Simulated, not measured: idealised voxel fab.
Documented hereafter: the process module known as voxel quadruple lines.
The width of the displayed cross-section, cut, is 265 nm; its cells are square, with a size of 5 nm.
Format of a cross-section: grid, square cells. Given as bands. Order: top down. Band: one or more rows of cells.
What a band's entry tells you: where the top is and where the bottom is, as heights in nm, and after that what lies inside, material by material from left to right, each with its width in nm. Empty space is written as the word "blank", and a single material marked with the word "all across" occupies the band from edge to edge.
It should be noted that heights are counted from 0, beneath which the wafer as supplied is of one material throughout, and that the lowest band possesses no lower boundary but continues downward, as written in "0 -> down".
Top row gets the first number, bottom row gets the second, and each row in between changes by the same step: that is how a band width like "30->40" works.
Given "identical to before" for a step, no cell of the cross-section differs between before and after that step.
Heads up: "Trapped cavities" only lists the empty pockets with no open path to the top that are 8 cells or more, and it writes them as width x height at distance, distance from the left edge, in nm.
That trailing text on a step's line, after the settings, is the simulator's own remark on the step.
What "overlay nm" on a step's line means: if the step has a mask, that mask lay this far to the right of its planned place, or, when the value is negative, to the left.

LISTED BELOW ARE THE PROCESS STEPS AS PLANNED
1: RECEIVE | material Si
2: CONFORMAL_DEP | material SiO2 | thk nm 5
3: DIRECTIONAL_DEP | material TiN | thk nm 10
4: DIRECTIONAL_DEP | material polySi | thk nm 15
5: DIRECTIONAL_DEP | material aC | thk nm 25
6: PATTERN | tone cover | mask id MANDREL | material resist | width nm 25 | pitch nm 80 | thk nm 30 | overlay nm 0
7: DIRECTIONAL_ETCH | etch materials aC | depth nm 25
8: STRIP | etch materials resist
9: CONFORMAL_DEP | material SiO2 | thk nm 15
10: DIRECTIONAL_ETCH | etch materials SiO2 | depth nm 15
11: STRIP | etch materials aC
12: DIRECTIONAL_ETCH | etch materials polySi | depth nm 15
13: STRIP | etch materials SiO2
14: CONFORMAL_DEP | material SiCN | thk nm 5
15: DIRECTIONAL_ETCH | etch materials SiCN | depth nm 5
16: STRIP | etch materials polySi
17: DIRECTIONAL_ETCH | etch materials TiN | depth nm 10
18: STRIP | etch materials SiCN

WAFER, FIRST OF TWO, RUN AS PLANNED

SHOWN IN CROSS-SECTION IS THE WAFER AS RECEIVED, THAT IS, AS IT STANDS AFTER STEP 1
* 0 -> down: Si all across
* Trapped cavities: none

WAFER XSEC, POST STEP 2
* 5 -> 0: SiO2 all across
* Below 0 it's all the same as before, nothing changed down there.

WAFER XSEC, POST STEP 3
* 15 -> 5: TiN all across
* Below 5 it's all the same as before, nothing changed down there.

WAFER XSEC, POST STEP 4
* 30 -> 15: polySi all across
* Below 15 it's all the same as before, nothing changed down there.

WAFER XSEC, POST STEP 5
* 55 -> 30: aC all across
* Below 30 it's all the same as before, nothing changed down there.

WAFER XSEC, POST STEP 6
* 85 -> 55: blank: 80  resist: 25  blank: 55  resist: 25  blank: 80
* Below 55 it's all the same as before, nothing changed down there.

WAFER XSEC, POST STEP 7
* 60 -> 55: blank: 80  resist: 25  blank: 55  resist: 25  blank: 80
* 55 -> 30: blank: 80  aC: 25  blank: 55  aC: 25  blank: 80
* Below 30 it's all the same as before, nothing changed down there.

WAFER XSEC, POST STEP 8
* 55 -> 30: blank: 80  aC: 25  blank: 55  aC: 25  blank: 80
* Below 30 it's all the same as before, nothing changed down there.

WAFER XSEC, POST STEP 9
* 70 -> 55: blank: 65  SiO2: 55  blank: 25  SiO2: 55  blank: 65
* 55 -> 45: blank: 65  SiO2: 15  aC: 25  SiO2: 15  blank: 25  SiO2: 15  aC: 25  SiO2: 15  blank: 65
* 45 -> 30: SiO2: 80  aC: 25  SiO2: 55  aC: 25  SiO2: 80
* Below 30 it's all the same as before, nothing changed down there.

WAFER XSEC, POST STEP 10
* 55 -> 30: blank: 65  SiO2: 15  aC: 25  SiO2: 15  blank: 25  SiO2: 15  aC: 25  SiO2: 15  blank: 65
* Below 30 it's all the same as before, nothing changed down there.

WAFER XSEC, POST STEP 11
* 55 -> 30: blank: 65  SiO2: 15  blank: 25  SiO2: 15  blank: 25  SiO2: 15  blank: 25  SiO2: 15  blank: 65
* Below 30 it's all the same as before, nothing changed down there.

WAFER XSEC, POST STEP 12
* 55 -> 30: blank: 65  SiO2: 15  blank: 25  SiO2: 15  blank: 25  SiO2: 15  blank: 25  SiO2: 15  blank: 65
* 30 -> 15: blank: 65  polySi: 15  blank: 25  polySi: 15  blank: 25  polySi: 15  blank: 25  polySi: 15  blank: 65
* Below 15 it's all the same as before, nothing changed down there.

WAFER XSEC, POST STEP 13
* 30 -> 15: blank: 65  polySi: 15  blank: 25  polySi: 15  blank: 25  polySi: 15  blank: 25  polySi: 15  blank: 65
* Below 15 it's all the same as before, nothing changed down there.

WAFER XSEC, POST STEP 14
* 35 -> 30: blank: 60  SiCN: 25  blank: 15  SiCN: 25  blank: 15  SiCN: 25  blank: 15  SiCN: 25  blank: 60
* 30 -> 20: blank: 60  SiCN: 5  polySi: 15  SiCN: 5  blank: 15  SiCN: 5  polySi: 15  SiCN: 5  blank: 15  SiCN: 5  polySi: 15  SiCN: 5  blank: 15  SiCN: 5  polySi: 15  SiCN: 5  blank: 60
* 20 -> 15: SiCN: 65  polySi: 15  SiCN: 25  polySi: 15  SiCN: 25  polySi: 15  SiCN: 25  polySi: 15  SiCN: 65
* Below 15 it's all the same as before, nothing changed down there.

WAFER XSEC, POST STEP 15
* 30 -> 15: blank: 60  SiCN: 5  polySi: 15  SiCN: 5  blank: 15  SiCN: 5  polySi: 15  SiCN: 5  blank: 15  SiCN: 5  polySi: 15  SiCN: 5  blank: 15  SiCN: 5  polySi: 15  SiCN: 5  blank: 60
* Below 15 it's all the same as before, nothing changed down there.

WAFER XSEC, POST STEP 16
* 30 -> 15: blank: 60  SiCN: 5  blank: 15  SiCN: 5  blank: 15  SiCN: 5  blank: 15  SiCN: 5  blank: 15  SiCN: 5  blank: 15  SiCN: 5  blank: 15  SiCN: 5  blank: 15  SiCN: 5  blank: 60
* Below 15 it's all the same as before, nothing changed down there.

WAFER XSEC, POST STEP 17
* 30 -> 15: blank: 60  SiCN: 5  blank: 15  SiCN: 5  blank: 15  SiCN: 5  blank: 15  SiCN: 5  blank: 15  SiCN: 5  blank: 15  SiCN: 5  blank: 15  SiCN: 5  blank: 15  SiCN: 5  blank: 60
* 15 -> 5: blank: 60  TiN: 5  blank: 15  TiN: 5  blank: 15  TiN: 5  blank: 15  TiN: 5  blank: 15  TiN: 5  blank: 15  TiN: 5  blank: 15  TiN: 5  blank: 15  TiN: 5  blank: 60
* Below 5 it's all the same as before, nothing changed down there.

WAFER XSEC, POST STEP 18
* 15 -> 5: blank: 60  TiN: 5  blank: 15  TiN: 5  blank: 15  TiN: 5  blank: 15  TiN: 5  blank: 15  TiN: 5  blank: 15  TiN: 5  blank: 15  TiN: 5  blank: 15  TiN: 5  blank: 60
* Below 5 it's all the same as before, nothing changed down there.

SECOND WAFER: LIKE START, LIKE PLAN, ONE MISTAKE. THROUGH STEP 1 IT MATCHES THE FIRST WAFER

The second wafer in cross-section, at the planned close of step 2: identical to before

THE SECOND WAFER IN CROSS-SECTION, AT THE PLANNED CLOSE OF STEP 3
* 10 -> 0: TiN all across
* Below 0 it's all the same as before, nothing changed down there.

THE SECOND WAFER IN CROSS-SECTION, AT THE PLANNED CLOSE OF STEP 4
* 25 -> 10: polySi all across
* Below 10 it's all the same as before, nothing changed down there.

THE SECOND WAFER IN CROSS-SECTION, AT THE PLANNED CLOSE OF STEP 5
* 50 -> 25: aC all across
* Below 25 it's all the same as before, nothing changed down there.

THE SECOND WAFER IN CROSS-SECTION, AT THE PLANNED CLOSE OF STEP 6
* 80 -> 50: blank: 80  resist: 25  blank: 55  resist: 25  blank: 80
* Below 50 it's all the same as before, nothing changed down there.

THE SECOND WAFER IN CROSS-SECTION, AT THE PLANNED CLOSE OF STEP 7
* 55 -> 50: blank: 80  resist: 25  blank: 55  resist: 25  blank: 80
* 50 -> 25: blank: 80  aC: 25  blank: 55  aC: 25  blank: 80
* Below 25 it's all the same as before, nothing changed down there.

THE SECOND WAFER IN CROSS-SECTION, AT THE PLANNED CLOSE OF STEP 8
* 50 -> 25: blank: 80  aC: 25  blank: 55  aC: 25  blank: 80
* Below 25 it's all the same as before, nothing changed down there.

THE SECOND WAFER IN CROSS-SECTION, AT THE PLANNED CLOSE OF STEP 9
* 65 -> 50: blank: 65  SiO2: 55  blank: 25  SiO2: 55  blank: 65
* 50 -> 40: blank: 65  SiO2: 15  aC: 25  SiO2: 15  blank: 25  SiO2: 15  aC: 25  SiO2: 15  blank: 65
* 40 -> 25: SiO2: 80  aC: 25  SiO2: 55  aC: 25  SiO2: 80
* Below 25 it's all the same as before, nothing changed down there.

THE SECOND WAFER IN CROSS-SECTION, AT THE PLANNED CLOSE OF STEP 10
* 50 -> 25: blank: 65  SiO2: 15  aC: 25  SiO2: 15  blank: 25  SiO2: 15  aC: 25  SiO2: 15  blank: 65
* Below 25 it's all the same as before, nothing changed down there.

THE SECOND WAFER IN CROSS-SECTION, AT THE PLANNED CLOSE OF STEP 11
* 50 -> 25: blank: 65  SiO2: 15  blank: 25  SiO2: 15  blank: 25  SiO2: 15  blank: 25  SiO2: 15  blank: 65
* Below 25 it's all the same as before, nothing changed down there.

THE SECOND WAFER IN CROSS-SECTION, AT THE PLANNED CLOSE OF STEP 12
* 50 -> 25: blank: 65  SiO2: 15  blank: 25  SiO2: 15  blank: 25  SiO2: 15  blank: 25  SiO2: 15  blank: 65
* 25 -> 10: blank: 65  polySi: 15  blank: 25  polySi: 15  blank: 25  polySi: 15  blank: 25  polySi: 15  blank: 65
* Below 10 it's all the same as before, nothing changed down there.

THE SECOND WAFER IN CROSS-SECTION, AT THE PLANNED CLOSE OF STEP 13
* 25 -> 10: blank: 65  polySi: 15  blank: 25  polySi: 15  blank: 25  polySi: 15  blank: 25  polySi: 15  blank: 65
* Below 10 it's all the same as before, nothing changed down there.

THE SECOND WAFER IN CROSS-SECTION, AT THE PLANNED CLOSE OF STEP 14
* 30 -> 25: blank: 60  SiCN: 25  blank: 15  SiCN: 25  blank: 15  SiCN: 25  blank: 15  SiCN: 25  blank: 60
* 25 -> 15: blank: 60  SiCN: 5  polySi: 15  SiCN: 5  blank: 15  SiCN: 5  polySi: 15  SiCN: 5  blank: 15  SiCN: 5  polySi: 15  SiCN: 5  blank: 15  SiCN: 5  polySi: 15  SiCN: 5  blank: 60
* 15 -> 10: SiCN: 65  polySi: 15  SiCN: 25  polySi: 15  SiCN: 25  polySi: 15  SiCN: 25  polySi: 15  SiCN: 65
* Below 10 it's all the same as before, nothing changed down there.

THE SECOND WAFER IN CROSS-SECTION, AT THE PLANNED CLOSE OF STEP 15
* 25 -> 10: blank: 60  SiCN: 5  polySi: 15  SiCN: 5  blank: 15  SiCN: 5  polySi: 15  SiCN: 5  blank: 15  SiCN: 5  polySi: 15  SiCN: 5  blank: 15  SiCN: 5  polySi: 15  SiCN: 5  blank: 60
* Below 10 it's all the same as before, nothing changed down there.

THE SECOND WAFER IN CROSS-SECTION, AT THE PLANNED CLOSE OF STEP 16
* 25 -> 10: blank: 60  SiCN: 5  blank: 15  SiCN: 5  blank: 15  SiCN: 5  blank: 15  SiCN: 5  blank: 15  SiCN: 5  blank: 15  SiCN: 5  blank: 15  SiCN: 5  blank: 15  SiCN: 5  blank: 60
* Below 10 it's all the same as before, nothing changed down there.

THE SECOND WAFER IN CROSS-SECTION, AT THE PLANNED CLOSE OF STEP 17
* 25 -> 10: blank: 60  SiCN: 5  blank: 15  SiCN: 5  blank: 15  SiCN: 5  blank: 15  SiCN: 5  blank: 15  SiCN: 5  blank: 15  SiCN: 5  blank: 15  SiCN: 5  blank: 15  SiCN: 5  blank: 60
* 10 -> 0: blank: 60  TiN: 5  blank: 15  TiN: 5  blank: 15  TiN: 5  blank: 15  TiN: 5  blank: 15  TiN: 5  blank: 15  TiN: 5  blank: 15  TiN: 5  blank: 15  TiN: 5  blank: 60
* Below 0 it's all the same as before, nothing changed down there.

THE SECOND WAFER IN CROSS-SECTION, AT THE PLANNED CLOSE OF STEP 18
* 10 -> 0: blank: 60  TiN: 5  blank: 15  TiN: 5  blank: 15  TiN: 5  blank: 15  TiN: 5  blank: 15  TiN: 5  blank: 15  TiN: 5  blank: 15  TiN: 5  blank: 15  TiN: 5  blank: 60
* Below 0 it's all the same as before, nothing changed down there.
The plan and the run diverged here: it should be noted that step 2 of the plan was omitted and was not performed
Count the cells at the end and the second wafer has more or fewer of some materials than the first: -53 SiO2
